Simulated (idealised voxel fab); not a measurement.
voxel gate over fins: a process module
Displayed cross-section: cut, width of 225 nm, square cells sized 5 nm.
Bands, listed from the top down, are how a cross-section gets written in this document; the cross-section itself is a grid of square cells, and a band is one or more rows of them.
Quick guide to a band line: top height, bottom height (nm) up front; then every material left to right with its width in nm. Only one material and it's marked "throughout"? Then it fills the band edge to edge. And "air" just means empty space.
Height datum 0, below which the as-received substrate wafer is one material. Lowest band open at the bottom, running downward: "0 -> down".
Top row gets the first number, bottom row gets the second, and each row in between changes by the same step: that is how a band width like "30->40" works.
The designation "no change", where it is given for a processing step, indicates that no cell of the cross-section was altered in the course of that step.
Look at "Fully closed voids" for the closed voids: empty spaces with no open path to the top, sized 8 cells or up. Each is width x height at distance, distance from the left edge, all nm.
Read whatever lies past the settings on a step's line as the simulator's own remark about the step.
overlay nm: for a step with a mask, the amount by which the mask lay right of where it was planned; a negative amount means left of it.

-- List of planned process steps
1: RECEIVE with material Si
2: CONFORMAL_DEP with material SiN, thk nm 5
3: PATTERN with tone cover, mask id FINS, material resist, width nm 15, pitch nm 45, thk nm 20, overlay nm 0
4: DIRECTIONAL_ETCH with etch materials SiN, depth nm 5
5: DIRECTIONAL_ETCH with etch materials Si, depth nm 35
6: STRIP with etch materials resist
7: OXIDIZE with depth nm 5
8: FILL_DEP with material SiO2, thk nm 5
9: CMP with height nm 5
10: SELECTIVE_ETCH with etch materials SiO2, depth nm 15
11: STRIP with etch materials SiN
12: CONFORMAL_DEP with material HfO2, thk nm 5
13: CONFORMAL_DEP with material TiN, thk nm 5
14: FILL_DEP with material W, thk nm 15
15: CMP with height nm 20
16: CONFORMAL_DEP with material SiN, thk nm 10

-- What follows covers the first of two wafers; it ran as planned

-- This is the cross-section of the wafer as we received it, i.e. after step 1
    0 -> down = Si throughout
    Fully closed voids: none

-- Take a look at the wafer's cross-section after step 2
    5 -> 0 = SiN throughout
    Everything below 0 is unchanged.

-- Take a look at the wafer's cross-section after step 3
    25 -> 5 = air=60 / resist=15 / air=30 / resist=15 / air=30 / resist=15 / air=60
    Everything below 5 is unchanged.

-- Take a look at the wafer's cross-section after step 4
    25 -> 5 = air=60 / resist=15 / air=30 / resist=15 / air=30 / resist=15 / air=60
    5 -> 0 = air=60 / SiN=15 / air=30 / SiN=15 / air=30 / SiN=15 / air=60
    Everything below 0 is unchanged.

-- Take a look at the wafer's cross-section after step 5
    25 -> 5 = air=60 / resist=15 / air=30 / resist=15 / air=30 / resist=15 / air=60
    5 -> 0 = air=60 / SiN=15 / air=30 / SiN=15 / air=30 / SiN=15 / air=60
    0 -> -35 = air=60 / Si=15 / air=30 / Si=15 / air=30 / Si=15 / air=60
    Everything below -35 is unchanged.

-- Take a look at the wafer's cross-section after step 6
    5 -> 0 = air=60 / SiN=15 / air=30 / SiN=15 / air=30 / SiN=15 / air=60
    Everything below 0 is unchanged.

-- Take a look at the wafer's cross-section after step 7
    5 -> 0 = air=60 / SiN=15 / air=30 / SiN=15 / air=30 / SiN=15 / air=60
    0 -> -35 = air=60 / SiO2=5 / Si=5 / SiO2=5 / air=30 / SiO2=5 / Si=5 / SiO2=5 / air=30 / SiO2=5 / Si=5 / SiO2=5 / air=60
    -35 -> -40 = SiO2=65 / Si=5 / SiO2=40 / Si=5 / SiO2=40 / Si=5 / SiO2=65
    Everything below -40 is unchanged.

-- Take a look at the wafer's cross-section after step 8
    10 -> 5 = SiO2 throughout
    5 -> 0 = SiO2=60 / SiN=15 / SiO2=30 / SiN=15 / SiO2=30 / SiN=15 / SiO2=60
    0 -> -40 = SiO2=65 / Si=5 / SiO2=40 / Si=5 / SiO2=40 / Si=5 / SiO2=65
    Everything below -40 is unchanged.

-- Take a look at the wafer's cross-section after step 9
    5 -> 0 = SiO2=60 / SiN=15 / SiO2=30 / SiN=15 / SiO2=30 / SiN=15 / SiO2=60
    Everything below 0 is unchanged.

-- Take a look at the wafer's cross-section after step 10
    5 -> 0 = air=60 / SiN=15 / air=30 / SiN=15 / air=30 / SiN=15 / air=60
    0 -> -10 = air=65 / Si=5 / air=40 / Si=5 / air=40 / Si=5 / air=65
    Everything below -10 is unchanged.

-- Take a look at the wafer's cross-section after step 11
    0 -> -10 = air=65 / Si=5 / air=40 / Si=5 / air=40 / Si=5 / air=65
    Everything below -10 is unchanged.

-- Take a look at the wafer's cross-section after step 12
    5 -> 0 = air=60 / HfO2=15 / air=30 / HfO2=15 / air=30 / HfO2=15 / air=60
    0 -> -5 = air=60 / HfO2=5 / Si=5 / HfO2=5 / air=30 / HfO2=5 / Si=5 / HfO2=5 / air=30 / HfO2=5 / Si=5 / HfO2=5 / air=60
    -5 -> -10 = HfO2=65 / Si=5 / HfO2=40 / Si=5 / HfO2=40 / Si=5 / HfO2=65
    Everything below -10 is unchanged.

-- Take a look at the wafer's cross-section after step 13
    10 -> 5 = air=55 / TiN=25 / air=20 / TiN=25 / air=20 / TiN=25 / air=55
    5 -> 0 = air=55 / TiN=5 / HfO2=15 / TiN=5 / air=20 / TiN=5 / HfO2=15 / TiN=5 / air=20 / TiN=5 / HfO2=15 / TiN=5 / air=55
    0 -> -5 = TiN=60 / HfO2=5 / Si=5 / HfO2=5 / TiN=30 / HfO2=5 / Si=5 / HfO2=5 / TiN=30 / HfO2=5 / Si=5 / HfO2=5 / TiN=60
    Everything below -5 is unchanged.

-- Take a look at the wafer's cross-section after step 14
    25 -> 10 = W throughout
    10 -> 5 = W=55 / TiN=25 / W=20 / TiN=25 / W=20 / TiN=25 / W=55
    5 -> 0 = W=55 / TiN=5 / HfO2=15 / TiN=5 / W=20 / TiN=5 / HfO2=15 / TiN=5 / W=20 / TiN=5 / HfO2=15 / TiN=5 / W=55
    Everything below 0 is unchanged.

-- Take a look at the wafer's cross-section after step 15
    20 -> 10 = W throughout
    Everything below 10 is unchanged.

-- Take a look at the wafer's cross-section after step 16
    30 -> 20 = SiN throughout
    Everything below 20 is unchanged.

-- Second wafer - shared start and plan with the first - one error in running - same as the first up to step 11 inclusive

-- Second wafer, cut view, end of step 12 per plan
    5 -> 0 = air=60 / TiN=15 / air=30 / TiN=15 / air=30 / TiN=15 / air=60
    0 -> -5 = air=60 / TiN=5 / Si=5 / TiN=5 / air=30 / TiN=5 / Si=5 / TiN=5 / air=30 / TiN=5 / Si=5 / TiN=5 / air=60
    -5 -> -10 = TiN=65 / Si=5 / TiN=40 / Si=5 / TiN=40 / Si=5 / TiN=65
    Everything below -10 is unchanged.

-- Second wafer, cut view, end of step 13 per plan
    10 -> 5 = air=55 / HfO2=25 / air=20 / HfO2=25 / air=20 / HfO2=25 / air=55
    5 -> 0 = air=55 / HfO2=5 / TiN=15 / HfO2=5 / air=20 / HfO2=5 / TiN=15 / HfO2=5 / air=20 / HfO2=5 / TiN=15 / HfO2=5 / air=55
    0 -> -5 = HfO2=60 / TiN=5 / Si=5 / TiN=5 / HfO2=30 / TiN=5 / Si=5 / TiN=5 / HfO2=30 / TiN=5 / Si=5 / TiN=5 / HfO2=60
    Everything below -5 is unchanged.

-- Second wafer, cut view, end of step 14 per plan
    25 -> 10 = W throughout
    10 -> 5 = W=55 / HfO2=25 / W=20 / HfO2=25 / W=20 / HfO2=25 / W=55
    5 -> 0 = W=55 / HfO2=5 / TiN=15 / HfO2=5 / W=20 / HfO2=5 / TiN=15 / HfO2=5 / W=20 / HfO2=5 / TiN=15 / HfO2=5 / W=55
    Everything below 0 is unchanged.

-- Second wafer, cut view, end of step 15 per plan
    20 -> 10 = W throughout
    Everything below 10 is unchanged.

-- Second wafer, cut view, end of step 16 per plan
    30 -> 20 = SiN throughout
    Everything below 20 is unchanged.
Where did the run depart from the plan? steps 12 and 13 of the plan were run in the wrong order, each in the other's place
In the final comparison it is observed that the number of cells assigned to each material is identical for the two wafers, whereas their placement is not.
